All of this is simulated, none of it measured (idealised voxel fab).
Presented below is a process module, voxel trench capacitor.
Section shown: cut. Width: 265 nm. Cell size: 5 nm, square.
When this document writes out a cross-section, it uses a grid of square cells and lists it as bands, beginning at the top and moving down, with a band standing for one or more rows of cells. Top, bottom (nm), then materials left to right with widths (nm); lone material tagged "throughout" fills the whole band edge to edge; "empty" = empty space. Heights are measured from 0, the level below which the as-received wafer is all one material; the lowest band has no bottom and continues downward, written as in "from 0 down". A width such as "30->40" changes by the same amount from each row of cells to the next, from the band's top row to its bottom row. "everything unchanged" -> step changed no cross-section cell. "Closed void listing" - sealed voids, min. 8 cells, no opening to top; format: width x height at distance (distance from left edge; nm throughout). Step line, after settings: the simulator's comment on this step. overlay nm: where the mask lay relative to plan, measured to the right, on steps with a mask; negatives go left. Each of the pairs that make up the rest of this document says: here is the cross-section before one process step, here is the cross-section after it, drawn only down to the lowest band that changed, and here, under the pair, is the step lying between them with its settings. Different pairs may come from different runs of this module on the same starting wafer, so a pair continues from the pair above it only where its entry headed "Pre-step snapshot" says so.
Pre-step snapshot:
* from 15 to 5 = empty=85  aC=30  empty=30  aC=30  empty=90
* from 5 to 0 = empty=85  SiN=30  empty=30  SiN=30  empty=90
* from 0 to -40 = empty=85  Si=30  empty=30  Si=30  empty=90
* from -40 down = Si throughout
* Closed void listing: none
Sectional View, Post-Process:
* from 5 to 0 = empty=85  SiN=30  empty=30  SiN=30  empty=90
* Under the height 0 nothing was changed.
* Closed void listing: none
Can you name the step between the two cross-sections above? It is op STRIP | etch materials aC
Pre-step snapshot: same picture as after in the pair right above, so we don't repeat it.
Sectional View, Post-Process:
* from 10 to 5 = empty=80  HfO2=40  empty=20  HfO2=40  empty=85
* from 5 to 0 = empty=80  HfO2=5  SiN=30  HfO2=5  empty=20  HfO2=5  SiN=30  HfO2=5  empty=85
* from 0 to -35 = empty=80  HfO2=5  Si=30  HfO2=5  empty=20  HfO2=5  Si=30  HfO2=5  empty=85
* from -35 to -40 = HfO2=85  Si=30  HfO2=30  Si=30  HfO2=90
* Under the height -40 nothing was changed.
* Closed void listing: none
Can you name the step between the two cross-sections above? It is op CONFORMAL_DEP | material HfO2 | thk nm 5
Pre-step snapshot: same picture as after in the pair right above, so we don't repeat it.
Sectional View, Post-Process:
* from 15 to 10 = empty=75  TiN=50  empty=10  TiN=50  empty=80
* from 10 to 5 = empty=75  TiN=5  HfO2=40  TiN=5  empty=10  TiN=5  HfO2=40  TiN=5  empty=80
* from 5 to 0 = empty=75  TiN=5  HfO2=5  SiN=30  HfO2=5  TiN=5  empty=10  TiN=5  HfO2=5  SiN=30  HfO2=5  TiN=5  empty=80
* from 0 to -30 = empty=75  TiN=5  HfO2=5  Si=30  HfO2=5  TiN=5  empty=10  TiN=5  HfO2=5  Si=30  HfO2=5  TiN=5  empty=80
* from -30 to -35 = TiN=80  HfO2=5  Si=30  HfO2=5  TiN=20  HfO2=5  Si=30  HfO2=5  TiN=85
* Under the height -35 nothing was changed.
* Closed void listing: none
Can you name the step between the two cross-sections above? It is op CONFORMAL_DEP | material TiN | thk nm 5
Pre-step snapshot: same picture as after in the pair right above, so we don't repeat it.
Sectional View, Post-Process:
* from 20 to 15 = W throughout
* from 15 to 10 = W=75  TiN=50  W=10  TiN=50  W=80
* from 10 to 5 = W=75  TiN=5  HfO2=40  TiN=5  W=10  TiN=5  HfO2=40  TiN=5  W=80
* from 5 to 0 = W=75  TiN=5  HfO2=5  SiN=30  HfO2=5  TiN=5  W=10  TiN=5  HfO2=5  SiN=30  HfO2=5  TiN=5  W=80
* from 0 to -30 = W=75  TiN=5  HfO2=5  Si=30  HfO2=5  TiN=5  W=10  TiN=5  HfO2=5  Si=30  HfO2=5  TiN=5  W=80
* Under the height -30 nothing was changed.
* Closed void listing: none
Can you name the step between the two cross-sections above? It is op FILL_DEP | material W | thk nm 5
Pre-step snapshot: same picture as after in the pair right above, so we don't repeat it.
Sectional View, Post-Process:
* from 5 to 0 = W=75  TiN=5  HfO2=5  SiN=30  HfO2=5  TiN=5  W=10  TiN=5  HfO2=5  SiN=30  HfO2=5  TiN=5  W=80
* Under the height 0 nothing was changed.
* Closed void listing: none
Can you name the step between the two cross-sections above? It is op CMP | height nm 5
